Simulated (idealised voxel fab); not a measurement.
Process module in this document: voxel gate over fins
The width of the displayed cross-section, cut, is 200 nm; its cells are square, with a size of 5 nm.
Notation: cross-section as square-cell grid; stated in bands, top first, going down; one or more cell rows per band.
Quick guide to a band line: top height, bottom height (nm) up front; then every material left to right with its width in nm. Only one material and it's marked "everywhere"? Then it fills the band edge to edge. And "air" just means empty space.
For the purposes of this specification, 0 denotes the height below which the wafer in its as-received condition is composed wholly of one material, and the lowermost band, lacking a lower limit, extends downward without end, as expressed in "0..down".
So if you see something like "30->40" for the width, read it as the top row of the band sitting at the first number and the bottom row at the second, with every row in between moving by the same amount as the last.
For the purposes of this document, the phrase "remained unchanged" attached to a step denotes that no cell within the cross-section was modified by that step.
Heads up: "Enclosed cavity list" only lists the empty pockets with no open path to the top that are 8 cells or more, and it writes them as width x height at distance, distance from the left edge, in nm.
It should be noted that, on the line of a given step, the content following the step's settings is a remark produced by the simulator itself with respect to that step.
For masked steps, "overlay nm" on the step line gives how far right of plan the mask actually lay; a minus sign means it lay to the left.

**Here's what the planned process steps look like**
1: op RECEIVE | material Si
2: op CONFORMAL_DEP | material SiN | thk nm 10
3: op DIRECTIONAL_DEP | material aC | thk nm 15
4: op PATTERN | tone cover | mask id FINS | material resist | width nm 15 | pitch nm 40 | thk nm 35 | overlay nm -15
5: op DIRECTIONAL_ETCH | etch materials aC | depth nm 15
6: op STRIP | etch materials resist
7: op DIRECTIONAL_ETCH | etch materials SiN | depth nm 10
8: op DIRECTIONAL_ETCH | etch materials Si | depth nm 35
9: op STRIP | etch materials aC
10: op OXIDIZE | depth nm 5
11: op FILL_DEP | material SiO2 | thk nm 15
12: op CMP | height nm 10
13: op SELECTIVE_ETCH | etch materials SiO2 | depth nm 25
14: op STRIP | etch materials SiN
15: op CONFORMAL_DEP | material HfO2 | thk nm 5
16: op CONFORMAL_DEP | material TiN | thk nm 5
17: op CONFORMAL_DEP | material TiAl | thk nm 5
18: op CONFORMAL_DEP | material TiN | thk nm 5
19: op FILL_DEP | material W | thk nm 10
20: op CMP | height nm 25
21: op CONFORMAL_DEP | material SiCN | thk nm 5
Don't read the plan's overlay nm for step 4 as applying to every wafer: that's the first wafer's value, and the wafers differ in it, though they all start identical.

**This is how the first of several wafers looked in cross-section when it arrived, which is after step 1**
  0..down = Si everywhere
  Enclosed cavity list: none

**The rows of the table below are wafers. Looking at the end of the module, a row counts, for every material, the cells the wafer has gained, shown as (+), or lost, shown as (-), since it was received; its closed voids come next**
overlay nm -15 | +58 HfO2 | -296 Si | +40 SiCN | +185 SiO2 | +58 TiAl | +110 TiN | +85 W | Enclosed cavity list: none
overlay nm -10 | +58 HfO2 | -296 Si | +40 SiCN | +185 SiO2 | +58 TiAl | +110 TiN | +85 W | Enclosed cavity list: none
overlay nm -5 | +58 HfO2 | -296 Si | +40 SiCN | +185 SiO2 | +58 TiAl | +110 TiN | +85 W | Enclosed cavity list: none
overlay nm 0 | +58 HfO2 | -296 Si | +40 SiCN | +185 SiO2 | +58 TiAl | +110 TiN | +85 W | Enclosed cavity list: none
overlay nm 5 | +58 HfO2 | -296 Si | +40 SiCN | +185 SiO2 | +58 TiAl | +110 TiN | +85 W | Enclosed cavity list: none
overlay nm 10 | +58 HfO2 | -296 Si | +40 SiCN | +185 SiO2 | +58 TiAl | +110 TiN | +85 W | Enclosed cavity list: none
overlay nm 15 | +58 HfO2 | -296 Si | +40 SiCN | +185 SiO2 | +58 TiAl | +110 TiN | +85 W | Enclosed cavity list: none
